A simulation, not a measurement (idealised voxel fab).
Name of the process module below: voxel self aligned vias
It is cross-section cut that appears here, measuring 160 nm in width, its square cells being 5 nm in size.
Cross-sections here: square-cell grids, written as top-down lists of bands, a band being one or more rows of cells. Within each band entry, the heights of the top and of the bottom of the band appear first, in that order and in nm; the materials of the band then follow from left to right, each with its corresponding width in nm. The designation "edge to edge" on a single material indicates that it fills the band from edge to edge; the designation "blank" indicates empty space. Where do heights start? At 0: under that level the wafer as delivered is made of one material only. And the lowest band has no floor; it just carries on downward, as in "z 0 and below". A two-number width, for instance "30..40", indicates that the width is equal to the first number in the top row of the band and to the second number in the bottom row, and that it changes by a constant amount per row of cells. "nothing different" means the step left every cell of the cross-section as it was. Basically, "Closed cavities" tells you about the enclosed voids: empty spaces with no open way to the top, 8 cells or bigger, each written width x height at distance, where distance is from the left edge, all in nm. Past the settings on a step's line: simulator remark, on that step. overlay nm: how far to the right of its planned place the mask lay on this masked step (negative: to the left).
[These are the steps we planned for the process]
1) RECEIVE, material Si
2) CONFORMAL_DEP, material SiO2, thk nm 10
3) CONFORMAL_DEP, material SiCN, thk nm 5
4) DIRECTIONAL_DEP, material SiO2, thk nm 25
5) PATTERN, tone open, mask id LINES, material resist, width nm 30, pitch nm 70, thk nm 20, overlay nm 0
6) DIRECTIONAL_ETCH, etch materials SiO2, depth nm 25
7) STRIP, etch materials resist
8) CONFORMAL_DEP, material TiN, thk nm 5
9) FILL_DEP, material W, thk nm 10
10) CMP, height nm 40
11) SELECTIVE_ETCH, etch materials W Ru TiN, depth nm 10
12) FILL_DEP, material SiN, thk nm 5
13) CMP, height nm 40
14) DIRECTIONAL_DEP, material SiO2, thk nm 15
15) DIRECTIONAL_DEP, material aC, thk nm 10
16) PATTERN, tone open, mask id VIAS, material resist, width nm 40, thk nm 30, overlay nm 0
17) DIRECTIONAL_ETCH, etch materials aC, depth nm 10
18) STRIP, etch materials resist
19) DIRECTIONAL_ETCH, etch materials SiO2, depth nm 15
20) DIRECTIONAL_ETCH, etch materials SiN, depth nm 10
21) STRIP, etch materials aC
22) CONFORMAL_DEP, material TiN, thk nm 5
23) FILL_DEP, material Cu, thk nm 10
24) CMP, height nm 55
25) CONFORMAL_DEP, material SiCN, thk nm 5
[as received, after step 1]
> z 0 and below  Si edge to edge
> Closed cavities: none
[Below is the wafer in cross-section after the module was completed. It began from the starting point shown above and followed the plan shown above, except that one mistake was made while running it]
> z 60 to 55  SiCN edge to edge
> z 55 to 40  SiO2: 25, TiN: 5, Cu: 30, TiN: 5, SiO2: 95
> z 40 to 35  SiO2: 25, TiN: 5, Cu: 30, TiN: 5, SiO2: 35, SiN: 30, SiO2: 30
> z 35 to 30  SiO2: 25, TiN: 40, SiO2: 35, SiN: 30, SiO2: 30
> z 30 to 20  SiO2: 25..30, TiN: 10..5, W: 20, TiN: 10..5, SiO2: 35..40, TiN: 5, W: 20, TiN: 5, SiO2: 30
> z 20 to 15  SiO2: 30, TiN: 30, SiO2: 40, TiN: 30, SiO2: 30
> z 15 to 10  SiCN edge to edge
> z 10 to 0  SiO2 edge to edge
> z 0 and below  Si edge to edge
> Closed cavities: none
Nonconformance to the process plan: twice, step 19 of the plan was run
